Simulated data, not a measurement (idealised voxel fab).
Presented below is a process module, voxel transistor to metal.
It is cross-section cut that appears here, measuring 170 nm in width, its square cells being 5 nm in size.
Notation: cross-section as square-cell grid; stated in bands, top first, going down; one or more cell rows per band. Band entry format. Leading values: height of top, height of bottom, nm. Remainder: materials in left-to-right order, each with its width in nm. Special words: "throughout" on a single material, which then fills the band edge to edge; "air", empty space. Heights are expressed relative to 0, this being the level below which the as-received wafer comprises one material exclusively. The lowest band is unbounded in the downward direction and is denoted as in "0 and below". Top row gets the first number, bottom row gets the second, and each row in between changes by the same step: that is how a band width like "30..40" works. Basically "nothing changed" means that step didn't change any cell in the cross-section. Reported under the label "Sealed internal voids" are the empty spaces having no open way to the top and comprising 8 cells or more; the notation for each is width x height at distance, in which the distance is measured from the left edge and all three values are in nm. Note: text after step settings on the step line = simulator remark on that step. When a step includes a mask, the "overlay nm" setting on its line states how far to the right of its planned place that mask lay, and negative values state how far to the left.
**The following list gives the planned process steps**
1. op RECEIVE | material Si
2. op CONFORMAL_DEP | material SiO2 | thk nm 5
3. op CONFORMAL_DEP | material SiN | thk nm 15
4. op DIRECTIONAL_DEP | material aC | thk nm 10
5. op PATTERN | tone cover | mask id ACTIVE | material resist | width nm 95 | thk nm 25 | overlay nm 0
6. op DIRECTIONAL_ETCH | etch materials aC | depth nm 10
7. op STRIP | etch materials resist
8. op DIRECTIONAL_ETCH | etch materials SiN | depth nm 15
9. op DIRECTIONAL_ETCH | etch materials SiO2 | depth nm 5
10. op DIRECTIONAL_ETCH | etch materials Si | depth nm 35
11. op STRIP | etch materials aC
12. op OXIDIZE | depth nm 5
13. op FILL_DEP | material SiO2 | thk nm 10
14. op CMP | height nm 20
15. op SELECTIVE_ETCH | etch materials SiO2 | depth nm 10
16. op STRIP | etch materials SiN
17. op SELECTIVE_ETCH | etch materials SiO2 | depth nm 5
18. op OXIDIZE | depth nm 5
19. op DIRECTIONAL_DEP | material polySi | thk nm 20
20. op DIRECTIONAL_DEP | material SiCN | thk nm 15
21. op MASKED_ETCH | tone cover | mask id GATE | width nm 15 | etch materials SiCN | depth nm 25 | overlay nm 0
22. op MASKED_ETCH | tone cover | mask id GATE | width nm 15 | etch materials polySi | depth nm 30 | overlay nm 0
23. op CONFORMAL_DEP | material SiN | thk nm 10
24. op DIRECTIONAL_ETCH | etch materials SiN | depth nm 10
25. op DIRECTIONAL_ETCH | etch materials SiO2 | depth nm 5
26. op DIRECTIONAL_ETCH | etch materials Si | depth nm 5
27. op EPI | material SiGe | thk nm 10
28. op FILL_DEP | material SiO2 | thk nm 10
29. op CMP | height nm 35
30. op DIRECTIONAL_DEP | material SiO2 | thk nm 15
31. op DIRECTIONAL_DEP | material aC | thk nm 15
32. op PATTERN | tone open | mask id CONTACT | material resist | width nm 15 | pitch nm 70 | thk nm 30 | overlay nm 0
33. op DIRECTIONAL_ETCH | etch materials aC | depth nm 15
34. op STRIP | etch materials resist
35. op DIRECTIONAL_ETCH | etch materials SiO2 | depth nm 50
36. op STRIP | etch materials aC
37. op CONFORMAL_DEP | material TiN | thk nm 5
38. op FILL_DEP | material Ru | thk nm 10
39. op CMP | height nm 50
40. op DIRECTIONAL_DEP | material TiN | thk nm 5
41. op DIRECTIONAL_DEP | material W | thk nm 25
42. op PATTERN | tone cover | mask id METAL_1 | material resist | width nm 15 | pitch nm 70 | thk nm 20 | overlay nm 0
43. op DIRECTIONAL_ETCH | etch materials W | depth nm 25
44. op DIRECTIONAL_ETCH | etch materials TiN | depth nm 5
45. op STRIP | etch materials resist
46. op FILL_DEP | material lowk | thk nm 10
47. op CMP | height nm 80
48. op CONFORMAL_DEP | material SiCN | thk nm 5
**Wafer, first of two, run as planned**
**as received, after step 1**
  0 and below | Si throughout
  Sealed internal voids: none
**The wafer in cross-section once step 2 is complete**
  5 down to 0 | SiO2 throughout
  Note: structure below 0 unchanged.
**The wafer in cross-section once step 3 is complete**
  20 down to 5 | SiN throughout
  Note: structure below 5 unchanged.
**The wafer in cross-section once step 4 is complete**
  30 down to 20 | aC throughout
  Note: structure below 20 unchanged.
**The wafer in cross-section once step 5 is complete**
  55 down to 30 | 35 nm air, 95 nm resist, 40 nm air
  Note: structure below 30 unchanged.
**The wafer in cross-section once step 6 is complete**
  45 down to 30 | 35 nm air, 95 nm resist, 40 nm air
  30 down to 20 | 35 nm air, 95 nm aC, 40 nm air
  Note: structure below 20 unchanged.
**The wafer in cross-section once step 7 is complete**
  30 down to 20 | 35 nm air, 95 nm aC, 40 nm air
  Note: structure below 20 unchanged.
**The wafer in cross-section once step 8 is complete**
  30 down to 20 | 35 nm air, 95 nm aC, 40 nm air
  20 down to 5 | 35 nm air, 95 nm SiN, 40 nm air
  Note: structure below 5 unchanged.
**The wafer in cross-section once step 9 is complete**
  30 down to 20 | 35 nm air, 95 nm aC, 40 nm air
  20 down to 5 | 35 nm air, 95 nm SiN, 40 nm air
  5 down to 0 | 35 nm air, 95 nm SiO2, 40 nm air
  Note: structure below 0 unchanged.
**The wafer in cross-section once step 10 is complete**
  30 down to 20 | 35 nm air, 95 nm aC, 40 nm air
  20 down to 5 | 35 nm air, 95 nm SiN, 40 nm air
  5 down to 0 | 35 nm air, 95 nm SiO2, 40 nm air
  0 down to -35 | 35 nm air, 95 nm Si, 40 nm air
  Note: structure below -35 unchanged.
**The wafer in cross-section once step 11 is complete**
  20 down to 5 | 35 nm air, 95 nm SiN, 40 nm air
  Note: structure below 5 unchanged.
**The wafer in cross-section once step 12 is complete**
  20 down to 5 | 35 nm air, 95 nm SiN, 40 nm air
  5 down to 0 | 35 nm air, 95 nm SiO2, 40 nm air
  0 down to -35 | 35 nm air, 5 nm SiO2, 85 nm Si, 5 nm SiO2, 40 nm air
  -35 down to -40 | 40 nm SiO2, 85 nm Si, 45 nm SiO2
  Note: structure below -40 unchanged.
**The wafer in cross-section once step 13 is complete**
  30 down to 20 | SiO2 throughout
  20 down to 5 | 35 nm SiO2, 95 nm SiN, 40 nm SiO2
  5 down to 0 | SiO2 throughout
  0 down to -40 | 40 nm SiO2, 85 nm Si, 45 nm SiO2
  Note: structure below -40 unchanged.
**The wafer in cross-section once step 14 is complete**
  20 down to 5 | 35 nm SiO2, 95 nm SiN, 40 nm SiO2
  Note: structure below 5 unchanged.
**The wafer in cross-section once step 15 is complete**
  20 down to 10 | 35 nm air, 95 nm SiN, 40 nm air
  Note: structure below 10 unchanged.
**The wafer in cross-section once step 16 is complete**
  10 down to 5 | 35 nm SiO2, 95 nm air, 40 nm SiO2
  Note: structure below 5 unchanged.
**The wafer in cross-section once step 17 is complete**
  5 down to 0 | 30 nm SiO2, 105 nm air, 35 nm SiO2
  Note: structure below 0 unchanged.
**The wafer in cross-section once step 18 is complete**
  5 down to 0 | 30 nm SiO2, 105 nm air, 35 nm SiO2
  0 down to -5 | SiO2 throughout
  Note: structure below -5 unchanged.
**The wafer in cross-section once step 19 is complete**
  25 down to 20 | 30 nm polySi, 105 nm air, 35 nm polySi
  20 down to 5 | polySi throughout
  5 down to 0 | 30 nm SiO2, 105 nm polySi, 35 nm SiO2
  Note: structure below 0 unchanged.
**The wafer in cross-section once step 20 is complete**
  40 down to 35 | 30 nm SiCN, 105 nm air, 35 nm SiCN
  35 down to 25 | SiCN throughout
  25 down to 20 | 30 nm polySi, 105 nm SiCN, 35 nm polySi
  Note: structure below 20 unchanged.
**The wafer in cross-section once step 21 is complete**
  35 down to 25 | 75 nm air, 15 nm SiCN, 80 nm air
  25 down to 20 | 30 nm polySi, 45 nm air, 15 nm SiCN, 45 nm air, 35 nm polySi
  Note: structure below 20 unchanged.
**The wafer in cross-section once step 22 is complete**
  35 down to 20 | 75 nm air, 15 nm SiCN, 80 nm air
  20 down to 5 | 75 nm air, 15 nm polySi, 80 nm air
  5 down to 0 | 30 nm SiO2, 45 nm air, 15 nm polySi, 45 nm air, 35 nm SiO2
  Note: structure below 0 unchanged.
**The wafer in cross-section once step 23 is complete**
  45 down to 35 | 65 nm air, 35 nm SiN, 70 nm air
  35 down to 20 | 65 nm air, 10 nm SiN, 15 nm SiCN, 10 nm SiN, 70 nm air
  20 down to 15 | 65 nm air, 10 nm SiN, 15 nm polySi, 10 nm SiN, 70 nm air
  15 down to 10 | 40 nm SiN, 25 nm air, 10 nm SiN, 15 nm polySi, 10 nm SiN, 25 nm air, 45 nm SiN
  10 down to 5 | 75 nm SiN, 15 nm polySi, 80 nm SiN
  5 down to 0 | 30 nm SiO2, 45 nm SiN, 15 nm polySi, 45 nm SiN, 35 nm SiO2
  Note: structure below 0 unchanged.
**The wafer in cross-section once step 24 is complete**
  35 down to 20 | 65 nm air, 10 nm SiN, 15 nm SiCN, 10 nm SiN, 70 nm air
  20 down to 5 | 65 nm air, 10 nm SiN, 15 nm polySi, 10 nm SiN, 70 nm air
  5 down to 0 | 30 nm SiO2, 10 nm SiN, 25 nm air, 10 nm SiN, 15 nm polySi, 10 nm SiN, 25 nm air, 10 nm SiN, 35 nm SiO2
  Note: structure below 0 unchanged.
**The wafer in cross-section once step 25 is complete**
  35 down to 20 | 65 nm air, 10 nm SiN, 15 nm SiCN, 10 nm SiN, 70 nm air
  20 down to 5 | 65 nm air, 10 nm SiN, 15 nm polySi, 10 nm SiN, 70 nm air
  5 down to 0 | 30 nm air, 10 nm SiN, 25 nm air, 10 nm SiN, 15 nm polySi, 10 nm SiN, 25 nm air, 10 nm SiN, 35 nm air
  0 down to -5 | 40 nm SiO2, 25 nm air, 35 nm SiO2, 25 nm air, 45 nm SiO2
  Note: structure below -5 unchanged.
**The wafer in cross-section once step 26 is complete**
  35 down to 20 | 65 nm air, 10 nm SiN, 15 nm SiCN, 10 nm SiN, 70 nm air
  20 down to 5 | 65 nm air, 10 nm SiN, 15 nm polySi, 10 nm SiN, 70 nm air
  5 down to 0 | 30 nm air, 10 nm SiN, 25 nm air, 10 nm SiN, 15 nm polySi, 10 nm SiN, 25 nm air, 10 nm SiN, 35 nm air
  0 down to -5 | 40 nm SiO2, 25 nm air, 35 nm SiO2, 25 nm air, 45 nm SiO2
  -5 down to -10 | 40 nm SiO2, 25 nm air, 35 nm Si, 25 nm air, 45 nm SiO2
  Note: structure below -10 unchanged.
**The wafer in cross-section once step 27 is complete**
  35 down to 20 | 65 nm air, 10 nm SiN, 15 nm SiCN, 10 nm SiN, 70 nm air
  20 down to 5 | 65 nm air, 10 nm SiN, 15 nm polySi, 10 nm SiN, 70 nm air
  5 down to 0 | 30 nm air, 10 nm SiN, 15 nm air, 10 nm SiGe, 10 nm SiN, 15 nm polySi, 10 nm SiN, 10 nm SiGe, 15 nm air, 10 nm SiN, 35 nm air
  0 down to -5 | 40 nm SiO2, 25 nm SiGe, 35 nm SiO2, 25 nm SiGe, 45 nm SiO2
  -5 down to -10 | 40 nm SiO2, 25 nm SiGe, 35 nm Si, 25 nm SiGe, 45 nm SiO2
  Note: structure below -10 unchanged.
**The wafer in cross-section once step 28 is complete**
  45 down to 35 | SiO2 throughout
  35 down to 20 | 65 nm SiO2, 10 nm SiN, 15 nm SiCN, 10 nm SiN, 70 nm SiO2
  20 down to 5 | 65 nm SiO2, 10 nm SiN, 15 nm polySi, 10 nm SiN, 70 nm SiO2
  5 down to 0 | 30 nm SiO2, 10 nm SiN, 15 nm SiO2, 10 nm SiGe, 10 nm SiN, 15 nm polySi, 10 nm SiN, 10 nm SiGe, 15 nm SiO2, 10 nm SiN, 35 nm SiO2
  Note: structure below 0 unchanged.
**The wafer in cross-section once step 29 is complete**
  35 down to 20 | 65 nm SiO2, 10 nm SiN, 15 nm SiCN, 10 nm SiN, 70 nm SiO2
  Note: structure below 20 unchanged.
**The wafer in cross-section once step 30 is complete**
  50 down to 35 | SiO2 throughout
  Note: structure below 35 unchanged.
**The wafer in cross-section once step 31 is complete**
  65 down to 50 | aC throughout
  Note: structure below 50 unchanged.
**The wafer in cross-section once step 32 is complete**
  95 down to 65 | 40 nm resist, 15 nm air, 55 nm resist, 15 nm air, 45 nm resist
  Note: structure below 65 unchanged.
**The wafer in cross-section once step 33 is complete**
  80 down to 65 | 40 nm resist, 15 nm air, 55 nm resist, 15 nm air, 45 nm resist
  65 down to 50 | 40 nm aC, 15 nm air, 55 nm aC, 15 nm air, 45 nm aC
  Note: structure below 50 unchanged.
**The wafer in cross-section once step 34 is complete**
  65 down to 50 | 40 nm aC, 15 nm air, 55 nm aC, 15 nm air, 45 nm aC
  Note: structure below 50 unchanged.
**The wafer in cross-section once step 35 is complete**
  65 down to 50 | 40 nm aC, 15 nm air, 55 nm aC, 15 nm air, 45 nm aC
  50 down to 35 | 40 nm SiO2, 15 nm air, 55 nm SiO2, 15 nm air, 45 nm SiO2
  35 down to 20 | 40 nm SiO2, 15 nm air, 10 nm SiO2, 10 nm SiN, 15 nm SiCN, 10 nm SiN, 10 nm SiO2, 15 nm air, 45 nm SiO2
  20 down to 5 | 40 nm SiO2, 15 nm air, 10 nm SiO2, 10 nm SiN, 15 nm polySi, 10 nm SiN, 10 nm SiO2, 15 nm air, 45 nm SiO2
  5 down to 0 | 30 nm SiO2, 10 nm SiN, 15 nm air, 10 nm SiGe, 10 nm SiN, 15 nm polySi, 10 nm SiN, 10 nm SiGe, 15 nm air, 10 nm SiN, 35 nm SiO2
  Note: structure below 0 unchanged.
**The wafer in cross-section once step 36 is complete**
  50 down to 35 | 40 nm SiO2, 15 nm air, 55 nm SiO2, 15 nm air, 45 nm SiO2
  Note: structure below 35 unchanged.
**The wafer in cross-section once step 37 is complete**
  55 down to 50 | 45 nm TiN, 5 nm air, 65 nm TiN, 5 nm air, 50 nm TiN
  50 down to 35 | 40 nm SiO2, 5 nm TiN, 5 nm air, 5 nm TiN, 55 nm SiO2, 5 nm TiN, 5 nm air, 5 nm TiN, 45 nm SiO2
  35 down to 20 | 40 nm SiO2, 5 nm TiN, 5 nm air, 5 nm TiN, 10 nm SiO2, 10 nm SiN, 15 nm SiCN, 10 nm SiN, 10 nm SiO2, 5 nm TiN, 5 nm air, 5 nm TiN, 45 nm SiO2
  20 down to 5 | 40 nm SiO2, 5 nm TiN, 5 nm air, 5 nm TiN, 10 nm SiO2, 10 nm SiN, 15 nm polySi, 10 nm SiN, 10 nm SiO2, 5 nm TiN, 5 nm air, 5 nm TiN, 45 nm SiO2
  5 down to 0 | 30 nm SiO2, 10 nm SiN, 15 nm TiN, 10 nm SiGe, 10 nm SiN, 15 nm polySi, 10 nm SiN, 10 nm SiGe, 15 nm TiN, 10 nm SiN, 35 nm SiO2
  Note: structure below 0 unchanged.
**The wafer in cross-section once step 38 is complete**
  65 down to 55 | Ru throughout
  55 down to 50 | 45 nm TiN, 5 nm Ru, 65 nm TiN, 5 nm Ru, 50 nm TiN
  50 down to 35 | 40 nm SiO2, 5 nm TiN, 5 nm Ru, 5 nm TiN, 55 nm SiO2, 5 nm TiN, 5 nm Ru, 5 nm TiN, 45 nm SiO2
  35 down to 20 | 40 nm SiO2, 5 nm TiN, 5 nm Ru, 5 nm TiN, 10 nm SiO2, 10 nm SiN, 15 nm SiCN, 10 nm SiN, 10 nm SiO2, 5 nm TiN, 5 nm Ru, 5 nm TiN, 45 nm SiO2
  20 down to 5 | 40 nm SiO2, 5 nm TiN, 5 nm Ru, 5 nm TiN, 10 nm SiO2, 10 nm SiN, 15 nm polySi, 10 nm SiN, 10 nm SiO2, 5 nm TiN, 5 nm Ru, 5 nm TiN, 45 nm SiO2
  Note: structure below 5 unchanged.
**The wafer in cross-section once step 39 is complete**
  50 down to 35 | 40 nm SiO2, 5 nm TiN, 5 nm Ru, 5 nm TiN, 55 nm SiO2, 5 nm TiN, 5 nm Ru, 5 nm TiN, 45 nm SiO2
  Note: structure below 35 unchanged.
**The wafer in cross-section once step 40 is complete**
  55 down to 50 | TiN throughout
  Note: structure below 50 unchanged.
**The wafer in cross-section once step 41 is complete**
  80 down to 55 | W throughout
  Note: structure below 55 unchanged.
**The wafer in cross-section once step 42 is complete**
  100 down to 80 | 40 nm air, 15 nm resist, 55 nm air, 15 nm resist, 45 nm air
  Note: structure below 80 unchanged.
**The wafer in cross-section once step 43 is complete**
  100 down to 80 | 40 nm air, 15 nm resist, 55 nm air, 15 nm resist, 45 nm air
  80 down to 55 | 40 nm air, 15 nm W, 55 nm air, 15 nm W, 45 nm air
  Note: structure below 55 unchanged.
**The wafer in cross-section once step 44 is complete**
  100 down to 80 | 40 nm air, 15 nm resist, 55 nm air, 15 nm resist, 45 nm air
  80 down to 55 | 40 nm air, 15 nm W, 55 nm air, 15 nm W, 45 nm air
  55 down to 50 | 40 nm air, 15 nm TiN, 55 nm air, 15 nm TiN, 45 nm air
  Note: structure below 50 unchanged.
**The wafer in cross-section once step 45 is complete**
  80 down to 55 | 40 nm air, 15 nm W, 55 nm air, 15 nm W, 45 nm air
  Note: structure below 55 unchanged.
**The wafer in cross-section once step 46 is complete**
  90 down to 80 | lowk throughout
  80 down to 55 | 40 nm lowk, 15 nm W, 55 nm lowk, 15 nm W, 45 nm lowk
  55 down to 50 | 40 nm lowk, 15 nm TiN, 55 nm lowk, 15 nm TiN, 45 nm lowk
  Note: structure below 50 unchanged.
**The wafer in cross-section once step 47 is complete**
  80 down to 55 | 40 nm lowk, 15 nm W, 55 nm lowk, 15 nm W, 45 nm lowk
  Note: structure below 55 unchanged.
**The wafer in cross-section once step 48 is complete**
  85 down to 80 | SiCN throughout
  Note: structure below 80 unchanged.
**Regarding the second of the two wafers: it shared the first wafer's starting condition and process plan, yet one error occurred during its execution. Its history coincides with that of the first wafer up to and including step 41**
**Planned end of step 42: second wafer, cross-section**
  100 down to 80 | 40 nm resist, 15 nm air, 55 nm resist, 15 nm air, 45 nm resist
  Note: structure below 80 unchanged.
**Planned end of step 43: second wafer, cross-section**
  100 down to 80 | 40 nm resist, 15 nm air, 55 nm resist, 15 nm air, 45 nm resist
  80 down to 55 | 40 nm W, 15 nm air, 55 nm W, 15 nm air, 45 nm W
  Note: structure below 55 unchanged.
**Planned end of step 44: second wafer, cross-section**
  100 down to 80 | 40 nm resist, 15 nm air, 55 nm resist, 15 nm air, 45 nm resist
  80 down to 55 | 40 nm W, 15 nm air, 55 nm W, 15 nm air, 45 nm W
  55 down to 50 | 40 nm TiN, 15 nm air, 55 nm TiN, 15 nm air, 45 nm TiN
  Note: structure below 50 unchanged.
**Planned end of step 45: second wafer, cross-section**
  80 down to 55 | 40 nm W, 15 nm air, 55 nm W, 15 nm air, 45 nm W
  Note: structure below 55 unchanged.
**Planned end of step 46: second wafer, cross-section**
  90 down to 80 | lowk throughout
  80 down to 55 | 40 nm W, 15 nm lowk, 55 nm W, 15 nm lowk, 45 nm W
  55 down to 50 | 40 nm TiN, 15 nm lowk, 55 nm TiN, 15 nm lowk, 45 nm TiN
  Note: structure below 50 unchanged.
**Planned end of step 47: second wafer, cross-section**
  80 down to 55 | 40 nm W, 15 nm lowk, 55 nm W, 15 nm lowk, 45 nm W
  Note: structure below 55 unchanged.
**Planned end of step 48: second wafer, cross-section**
  85 down to 80 | SiCN throughout
  Note: structure below 80 unchanged.
Finding, execution versus plan: planned and actual differ for step 42; actual: op PATTERN | tone open | mask id METAL_1 | material resist | width nm 15 | pitch nm 70 | thk nm 20 | overlay nm 0
Per the end-of-run cell counts, the second wafer holds more or fewer of some materials than the first: 22 more of TiN, 110 more of W, 132 fewer of lowk
